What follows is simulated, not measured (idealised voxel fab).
process module | voxel self aligned contacts
cross-section cut | 210 nm wide | cells 5 nm
A cross-section is a grid of square cells, given in bands from the top down. A band is one or more rows of cells.
Each band's line starts with the height of the band's top and of its bottom, in nm. Then come its materials from left to right, each with its width in nm. One material with "throughout" fills the band from edge to edge. "air" is empty space.
Height 0 is the level under which the wafer as received is all one material. The lowest band goes on downwards, as in "0 down".
A width such as "30 to 40" changes by the same amount from each row of cells to the next, from the band's top row to its bottom row.
"no change" after a step means that no cell of the cross-section changed.
closed voids: empty space of 8 cells or more with no open way to the top, each as width x height at its distance from the left edge, in nm
after a step's settings: what the simulator itself notes on the step
overlay nm, on a step with a mask: how far to the right of its planned place the mask lay; to the left if negative
plan
1 op RECEIVE | material Si
2 op OXIDIZE | depth nm 5
3 op DIRECTIONAL_DEP | material polySi | thk nm 20
4 op DIRECTIONAL_DEP | material SiN | thk nm 15
5 op MASKED_ETCH | tone cover | mask id GATE | width nm 35 | pitch nm 65 | etch materials SiN | depth nm 15 | overlay nm 0
6 op MASKED_ETCH | tone cover | mask id GATE | width nm 35 | pitch nm 65 | etch materials polySi | depth nm 20 | overlay nm 0
7 op CONFORMAL_DEP | material SiN | thk nm 5
8 op DIRECTIONAL_ETCH | etch materials SiN | depth nm 5
9 op FILL_DEP | material SiO2 | thk nm 10
10 op CMP | height nm 40
11 op MASKED_ETCH | tone open | mask id CONTACT | width nm 50 | etch materials SiO2 | depth nm 45 | overlay nm 0
12 op CONFORMAL_DEP | material TiN | thk nm 5
13 op FILL_DEP | material W | thk nm 10
14 op CMP | height nm 40
15 op CONFORMAL_DEP | material SiN | thk nm 5
as received, after step 1
  0 down: Si throughout
  closed voids: none
a wafer at the end: this start, this plan, one mistake
  45 to 40: SiN throughout
  40 to 35: W 45 | TiN 35 | SiO2 50 | TiN 35 | W 45
  35 to 20: W 45 | TiN 5 | SiN 45 | SiO2 20 | SiN 45 | TiN 5 | W 45
  20 to 0: W 45 | TiN 5 | SiN 5 | polySi 35 | SiN 5 | SiO2 20 | SiN 5 | polySi 35 | SiN 5 | TiN 5 | W 45
  0 to -5: TiN 50 | SiO2 110 | TiN 50
  -5 down: Si throughout
  closed voids: none
what went wrong: step 11 ran as: op MASKED_ETCH | tone cover | mask id CONTACT | width nm 50 | etch materials SiO2 | depth nm 45 | overlay nm 0
